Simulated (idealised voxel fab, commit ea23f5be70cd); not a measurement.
Process module under the name voxel fin reveal
It is cross-section cut that appears here, measuring 200 nm in width, its square cells being 5 nm in size.
We lay out every cross-section as a grid of square cells and spell it out in bands from the top down, where one band means one or more rows of cells.
For a band, the entry starts with two heights in nm, that of the top and then that of the bottom, and carries on with the band's materials in order from left to right, each alongside its width in nm; the word "throughout" beside a single material means it fills the band edge to edge, and "empty" means empty space.
Note: height 0 marks the level under which the wafer is uniformly one material as received. Lowest band unbounded below, written "0 nm and below".
When a width is written as two numbers, as in "30..40", the first number is the width in the top row of cells of the band and the second is the width in its bottom row, and the width changes by the same amount from each row to the next.
No cell of the cross-section changed in a step that is given as "nothing altered".
Closed-off voids of 8+ cells (no open route to the top) go in "Tabulated closed voids", written width x height at distance from the left edge, in nm.
Anything after a step's settings on that line? It's the simulator's own note about the step.
Each step line may optionally specify "overlay nm", which for a step with a mask gives the rightward distance between the mask's planned place and where it lay, a negative value indicating the leftward direction.
### plan
- 1: RECEIVE, material Si
- 2: CONFORMAL_DEP, material SiN, thk nm 5
- 3: MASKED_ETCH, tone cover, mask id FINS, width nm 15, pitch nm 40, etch materials SiN, depth nm 5, overlay nm 0
- 4: MASKED_ETCH, tone cover, mask id FINS, width nm 15, pitch nm 40, etch materials Si, depth nm 40, overlay nm 0
- 5: OXIDIZE, depth nm 5
- 6: FILL_DEP, material SiO2, thk nm 5
- 7: CMP, height nm 5
- 8: SELECTIVE_ETCH, etch materials SiO2, depth nm 20
- 9: STRIP, etch materials SiN
### Shown in cross-section is the wafer as received, that is, as it stands after step 1
* 0 nm and below  Si throughout
* Tabulated closed voids: none
### Cross-section, first of two wafers, end of module, run as planned
* 0 nm to -15 nm  empty (55); Si (5); empty (35); Si (5); empty (35); Si (5); empty (60)
* -15 nm to -45 nm  SiO2 (55); Si (5); SiO2 (35); Si (5); SiO2 (35); Si (5); SiO2 (60)
* -45 nm and below  Si throughout
* Tabulated closed voids: none
### Second of two wafers, module complete, sectioned: it shares the first wafer's start and plan but was run with one mistake
* 0 nm to -5 nm  Si (45); empty (25); Si (15); empty (25); Si (15); empty (25); Si (50)
* -5 nm and below  Si throughout
* Tabulated closed voids: none
The mistake made against the process plan was this: step 3 did not use the planned setting and instead ran as MASKED_ETCH, tone open, mask id FINS, width nm 15, pitch nm 40, etch materials SiN, depth nm 5, overlay nm 0
Final difference in cells, second wafer against first, listed per material as more or fewer: Si: 318 more; SiO2: 222 fewer
